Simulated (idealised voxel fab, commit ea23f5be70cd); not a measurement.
Name of the process module below: voxel self aligned vias
Xsec cut, 225 nm wide, square cell size 5 nm.
Cross-section = grid of square cells, listed top down in bands; band = one or more rows. Basically the band line says how high the top is and how high the bottom is, in nm, and then what's in it from left to right, every material with its width in nm. Empty space shows up as "blank", and if a single material carries "everywhere" it runs the full band edge to edge. Height reference: 0 = level under which incoming wafer is all one material. Lowest band: no bottom, runs on downward, e.g. "0 nm and below". With a width like "30..40", each row of cells in the band differs from the next by the same amount, the top row carrying the first number and the bottom row the second. Step note "nothing was modified" = no cross-section cell changed. This entry, "Voids, sealed", enumerates those empty regions of no fewer than 8 cells that possess no open connection to the top. Each region is reported in the form width x height at distance, the distance being taken from the left edge, with all three quantities expressed in nm. Read whatever lies past the settings on a step's line as the simulator's own remark about the step. Steps that use a mask can have "overlay nm" on their line. It says how far the mask sat to the right of where it was meant to be. Negative means to the left.

-- The process steps that were planned are listed below
1 RECEIVE: material Si
2 CONFORMAL_DEP: material SiO2, thk nm 15
3 CONFORMAL_DEP: material SiCN, thk nm 5
4 DIRECTIONAL_DEP: material SiO2, thk nm 20
5 DIRECTIONAL_DEP: material aC, thk nm 15
6 PATTERN: tone open, mask id LINES, material resist, width nm 20, pitch nm 50, thk nm 35, overlay nm 0
7 DIRECTIONAL_ETCH: etch materials aC, depth nm 15
8 STRIP: etch materials resist
9 DIRECTIONAL_ETCH: etch materials SiO2, depth nm 20
10 STRIP: etch materials aC
11 CONFORMAL_DEP: material TiN, thk nm 5
12 FILL_DEP: material W, thk nm 5
13 CMP: height nm 40
14 SELECTIVE_ETCH: etch materials W Ru TiN, depth nm 5
15 FILL_DEP: material SiN, thk nm 5
16 CMP: height nm 40
17 DIRECTIONAL_DEP: material SiO2, thk nm 15
18 DIRECTIONAL_DEP: material aC, thk nm 15
19 PATTERN: tone open, mask id VIAS, material resist, width nm 30, pitch nm 50, thk nm 30, overlay nm 0
20 DIRECTIONAL_ETCH: etch materials aC, depth nm 15
21 STRIP: etch materials resist
22 DIRECTIONAL_ETCH: etch materials SiO2, depth nm 15
23 DIRECTIONAL_ETCH: etch materials SiN, depth nm 5
24 STRIP: etch materials aC
25 CONFORMAL_DEP: material TiN, thk nm 5
26 FILL_DEP: material Cu, thk nm 10
27 CMP: height nm 55
28 CONFORMAL_DEP: material SiCN, thk nm 5

-- First wafer of two (run as planned)

-- The cross-section here shows the wafer as received, i.e. in its state after step 1
  0 nm and below  Si everywhere
  Voids, sealed: none

-- Cross-section of the wafer subsequent to step 2
  15 nm to 0 nm  SiO2 everywhere
  Heights below 0 show no change.

-- Cross-section of the wafer subsequent to step 3
  20 nm to 15 nm  SiCN everywhere
  Heights below 15 show no change.

-- Cross-section of the wafer subsequent to step 4
  40 nm to 20 nm  SiO2 everywhere
  Heights below 20 show no change.

-- Cross-section of the wafer subsequent to step 5
  55 nm to 40 nm  aC everywhere
  Heights below 40 show no change.

-- Cross-section of the wafer subsequent to step 6
  90 nm to 55 nm  resist: 75  blank: 20  resist: 30  blank: 20  resist: 80
  Heights below 55 show no change.

-- Cross-section of the wafer subsequent to step 7
  75 nm to 55 nm  resist: 75  blank: 20  resist: 30  blank: 20  resist: 80
  55 nm to 40 nm  aC: 75  blank: 20  aC: 30  blank: 20  aC: 80
  Heights below 40 show no change.

-- Cross-section of the wafer subsequent to step 8
  55 nm to 40 nm  aC: 75  blank: 20  aC: 30  blank: 20  aC: 80
  Heights below 40 show no change.

-- Cross-section of the wafer subsequent to step 9
  55 nm to 40 nm  aC: 75  blank: 20  aC: 30  blank: 20  aC: 80
  40 nm to 20 nm  SiO2: 75  blank: 20  SiO2: 30  blank: 20  SiO2: 80
  Heights below 20 show no change.

-- Cross-section of the wafer subsequent to step 10
  40 nm to 20 nm  SiO2: 75  blank: 20  SiO2: 30  blank: 20  SiO2: 80
  Heights below 20 show no change.

-- Cross-section of the wafer subsequent to step 11
  45 nm to 40 nm  TiN: 80  blank: 10  TiN: 40  blank: 10  TiN: 85
  40 nm to 25 nm  SiO2: 75  TiN: 5  blank: 10  TiN: 5  SiO2: 30  TiN: 5  blank: 10  TiN: 5  SiO2: 80
  25 nm to 20 nm  SiO2: 75  TiN: 20  SiO2: 30  TiN: 20  SiO2: 80
  Heights below 20 show no change.

-- Cross-section of the wafer subsequent to step 12
  50 nm to 45 nm  W everywhere
  45 nm to 40 nm  TiN: 80  W: 10  TiN: 40  W: 10  TiN: 85
  40 nm to 25 nm  SiO2: 75  TiN: 5  W: 10  TiN: 5  SiO2: 30  TiN: 5  W: 10  TiN: 5  SiO2: 80
  Heights below 25 show no change.

-- Cross-section of the wafer subsequent to step 13
  40 nm to 25 nm  SiO2: 75  TiN: 5  W: 10  TiN: 5  SiO2: 30  TiN: 5  W: 10  TiN: 5  SiO2: 80
  Heights below 25 show no change.

-- Cross-section of the wafer subsequent to step 14
  40 nm to 35 nm  SiO2: 75  blank: 20  SiO2: 30  blank: 20  SiO2: 80
  Heights below 35 show no change.

-- Cross-section of the wafer subsequent to step 15
  45 nm to 40 nm  SiN everywhere
  40 nm to 35 nm  SiO2: 75  SiN: 20  SiO2: 30  SiN: 20  SiO2: 80
  Heights below 35 show no change.

-- Cross-section of the wafer subsequent to step 16
  40 nm to 35 nm  SiO2: 75  SiN: 20  SiO2: 30  SiN: 20  SiO2: 80
  Heights below 35 show no change.

-- Cross-section of the wafer subsequent to step 17
  55 nm to 40 nm  SiO2 everywhere
  Heights below 40 show no change.

-- Cross-section of the wafer subsequent to step 18
  70 nm to 55 nm  aC everywhere
  Heights below 55 show no change.

-- Cross-section of the wafer subsequent to step 19
  100 nm to 70 nm  resist: 70  blank: 30  resist: 20  blank: 30  resist: 75
  Heights below 70 show no change.

-- Cross-section of the wafer subsequent to step 20
  85 nm to 70 nm  resist: 70  blank: 30  resist: 20  blank: 30  resist: 75
  70 nm to 55 nm  aC: 70  blank: 30  aC: 20  blank: 30  aC: 75
  Heights below 55 show no change.

-- Cross-section of the wafer subsequent to step 21
  70 nm to 55 nm  aC: 70  blank: 30  aC: 20  blank: 30  aC: 75
  Heights below 55 show no change.

-- Cross-section of the wafer subsequent to step 22
  70 nm to 55 nm  aC: 70  blank: 30  aC: 20  blank: 30  aC: 75
  55 nm to 40 nm  SiO2: 70  blank: 30  SiO2: 20  blank: 30  SiO2: 75
  Heights below 40 show no change.

-- Cross-section of the wafer subsequent to step 23
  70 nm to 55 nm  aC: 70  blank: 30  aC: 20  blank: 30  aC: 75
  55 nm to 40 nm  SiO2: 70  blank: 30  SiO2: 20  blank: 30  SiO2: 75
  40 nm to 35 nm  SiO2: 75  blank: 20  SiO2: 30  blank: 20  SiO2: 80
  Heights below 35 show no change.

-- Cross-section of the wafer subsequent to step 24
  55 nm to 40 nm  SiO2: 70  blank: 30  SiO2: 20  blank: 30  SiO2: 75
  Heights below 40 show no change.

-- Cross-section of the wafer subsequent to step 25
  60 nm to 55 nm  TiN: 75  blank: 20  TiN: 30  blank: 20  TiN: 80
  55 nm to 45 nm  SiO2: 70  TiN: 5  blank: 20  TiN: 5  SiO2: 20  TiN: 5  blank: 20  TiN: 5  SiO2: 75
  45 nm to 40 nm  SiO2: 70  TiN: 10  blank: 10  TiN: 10  SiO2: 20  TiN: 10  blank: 10  TiN: 10  SiO2: 75
  40 nm to 35 nm  SiO2: 75  TiN: 20  SiO2: 30  TiN: 20  SiO2: 80
  Heights below 35 show no change.

-- Cross-section of the wafer subsequent to step 26
  70 nm to 60 nm  Cu everywhere
  60 nm to 55 nm  TiN: 75  Cu: 20  TiN: 30  Cu: 20  TiN: 80
  55 nm to 45 nm  SiO2: 70  TiN: 5  Cu: 20  TiN: 5  SiO2: 20  TiN: 5  Cu: 20  TiN: 5  SiO2: 75
  45 nm to 40 nm  SiO2: 70  TiN: 10  Cu: 10  TiN: 10  SiO2: 20  TiN: 10  Cu: 10  TiN: 10  SiO2: 75
  Heights below 40 show no change.

-- Cross-section of the wafer subsequent to step 27
  55 nm to 45 nm  SiO2: 70  TiN: 5  Cu: 20  TiN: 5  SiO2: 20  TiN: 5  Cu: 20  TiN: 5  SiO2: 75
  Heights below 45 show no change.

-- Cross-section of the wafer subsequent to step 28
  60 nm to 55 nm  SiCN everywhere
  Heights below 55 show no change.

-- Regarding the second of the two wafers: it shared the first wafer's starting condition and process plan, yet one error occurred during its execution. Its history coincides with that of the first wafer up to and including step 1

-- At the planned end of step 2, the second wafer in cross-section
  15 nm to 0 nm  W everywhere
  Heights below 0 show no change.

-- At the planned end of step 3, the second wafer in cross-section
  20 nm to 15 nm  SiCN everywhere
  Heights below 15 show no change.

-- At the planned end of step 4, the second wafer in cross-section
  40 nm to 20 nm  SiO2 everywhere
  Heights below 20 show no change.

-- At the planned end of step 5, the second wafer in cross-section
  55 nm to 40 nm  aC everywhere
  Heights below 40 show no change.

-- At the planned end of step 6, the second wafer in cross-section
  90 nm to 55 nm  resist: 75  blank: 20  resist: 30  blank: 20  resist: 80
  Heights below 55 show no change.

-- At the planned end of step 7, the second wafer in cross-section
  75 nm to 55 nm  resist: 75  blank: 20  resist: 30  blank: 20  resist: 80
  55 nm to 40 nm  aC: 75  blank: 20  aC: 30  blank: 20  aC: 80
  Heights below 40 show no change.

-- At the planned end of step 8, the second wafer in cross-section
  55 nm to 40 nm  aC: 75  blank: 20  aC: 30  blank: 20  aC: 80
  Heights below 40 show no change.

-- At the planned end of step 9, the second wafer in cross-section
  55 nm to 40 nm  aC: 75  blank: 20  aC: 30  blank: 20  aC: 80
  40 nm to 20 nm  SiO2: 75  blank: 20  SiO2: 30  blank: 20  SiO2: 80
  Heights below 20 show no change.

-- At the planned end of step 10, the second wafer in cross-section
  40 nm to 20 nm  SiO2: 75  blank: 20  SiO2: 30  blank: 20  SiO2: 80
  Heights below 20 show no change.

-- At the planned end of step 11, the second wafer in cross-section
  45 nm to 40 nm  TiN: 80  blank: 10  TiN: 40  blank: 10  TiN: 85
  40 nm to 25 nm  SiO2: 75  TiN: 5  blank: 10  TiN: 5  SiO2: 30  TiN: 5  blank: 10  TiN: 5  SiO2: 80
  25 nm to 20 nm  SiO2: 75  TiN: 20  SiO2: 30  TiN: 20  SiO2: 80
  Heights below 20 show no change.

-- At the planned end of step 12, the second wafer in cross-section
  50 nm to 45 nm  W everywhere
  45 nm to 40 nm  TiN: 80  W: 10  TiN: 40  W: 10  TiN: 85
  40 nm to 25 nm  SiO2: 75  TiN: 5  W: 10  TiN: 5  SiO2: 30  TiN: 5  W: 10  TiN: 5  SiO2: 80
  Heights below 25 show no change.

-- At the planned end of step 13, the second wafer in cross-section
  40 nm to 25 nm  SiO2: 75  TiN: 5  W: 10  TiN: 5  SiO2: 30  TiN: 5  W: 10  TiN: 5  SiO2: 80
  Heights below 25 show no change.

-- At the planned end of step 14, the second wafer in cross-section
  40 nm to 35 nm  SiO2: 75  blank: 20  SiO2: 30  blank: 20  SiO2: 80
  Heights below 35 show no change.

-- At the planned end of step 15, the second wafer in cross-section
  45 nm to 40 nm  SiN everywhere
  40 nm to 35 nm  SiO2: 75  SiN: 20  SiO2: 30  SiN: 20  SiO2: 80
  Heights below 35 show no change.

-- At the planned end of step 16, the second wafer in cross-section
  40 nm to 35 nm  SiO2: 75  SiN: 20  SiO2: 30  SiN: 20  SiO2: 80
  Heights below 35 show no change.

-- At the planned end of step 17, the second wafer in cross-section
  55 nm to 40 nm  SiO2 everywhere
  Heights below 40 show no change.

-- At the planned end of step 18, the second wafer in cross-section
  70 nm to 55 nm  aC everywhere
  Heights below 55 show no change.

-- At the planned end of step 19, the second wafer in cross-section
  100 nm to 70 nm  resist: 70  blank: 30  resist: 20  blank: 30  resist: 75
  Heights below 70 show no change.

-- At the planned end of step 20, the second wafer in cross-section
  85 nm to 70 nm  resist: 70  blank: 30  resist: 20  blank: 30  resist: 75
  70 nm to 55 nm  aC: 70  blank: 30  aC: 20  blank: 30  aC: 75
  Heights below 55 show no change.

-- At the planned end of step 21, the second wafer in cross-section
  70 nm to 55 nm  aC: 70  blank: 30  aC: 20  blank: 30  aC: 75
  Heights below 55 show no change.

-- At the planned end of step 22, the second wafer in cross-section
  70 nm to 55 nm  aC: 70  blank: 30  aC: 20  blank: 30  aC: 75
  55 nm to 40 nm  SiO2: 70  blank: 30  SiO2: 20  blank: 30  SiO2: 75
  Heights below 40 show no change.

-- At the planned end of step 23, the second wafer in cross-section
  70 nm to 55 nm  aC: 70  blank: 30  aC: 20  blank: 30  aC: 75
  55 nm to 40 nm  SiO2: 70  blank: 30  SiO2: 20  blank: 30  SiO2: 75
  40 nm to 35 nm  SiO2: 75  blank: 20  SiO2: 30  blank: 20  SiO2: 80
  Heights below 35 show no change.

-- At the planned end of step 24, the second wafer in cross-section
  55 nm to 40 nm  SiO2: 70  blank: 30  SiO2: 20  blank: 30  SiO2: 75
  Heights below 40 show no change.

-- At the planned end of step 25, the second wafer in cross-section
  60 nm to 55 nm  TiN: 75  blank: 20  TiN: 30  blank: 20  TiN: 80
  55 nm to 45 nm  SiO2: 70  TiN: 5  blank: 20  TiN: 5  SiO2: 20  TiN: 5  blank: 20  TiN: 5  SiO2: 75
  45 nm to 40 nm  SiO2: 70  TiN: 10  blank: 10  TiN: 10  SiO2: 20  TiN: 10  blank: 10  TiN: 10  SiO2: 75
  40 nm to 35 nm  SiO2: 75  TiN: 20  SiO2: 30  TiN: 20  SiO2: 80
  Heights below 35 show no change.

-- At the planned end of step 26, the second wafer in cross-section
  70 nm to 60 nm  Cu everywhere
  60 nm to 55 nm  TiN: 75  Cu: 20  TiN: 30  Cu: 20  TiN: 80
  55 nm to 45 nm  SiO2: 70  TiN: 5  Cu: 20  TiN: 5  SiO2: 20  TiN: 5  Cu: 20  TiN: 5  SiO2: 75
  45 nm to 40 nm  SiO2: 70  TiN: 10  Cu: 10  TiN: 10  SiO2: 20  TiN: 10  Cu: 10  TiN: 10  SiO2: 75
  Heights below 40 show no change.

-- At the planned end of step 27, the second wafer in cross-section
  55 nm to 45 nm  SiO2: 70  TiN: 5  Cu: 20  TiN: 5  SiO2: 20  TiN: 5  Cu: 20  TiN: 5  SiO2: 75
  Heights below 45 show no change.

-- At the planned end of step 28, the second wafer in cross-section
  60 nm to 55 nm  SiCN everywhere
  Heights below 55 show no change.
Deviation noted in wafer processing: the process deviated at step 2: the operation and settings actually run there were CONFORMAL_DEP: material W, thk nm 15
Per the end-of-run cell counts, the second wafer holds more or fewer of some materials than the first: SiO2 -135, W +135
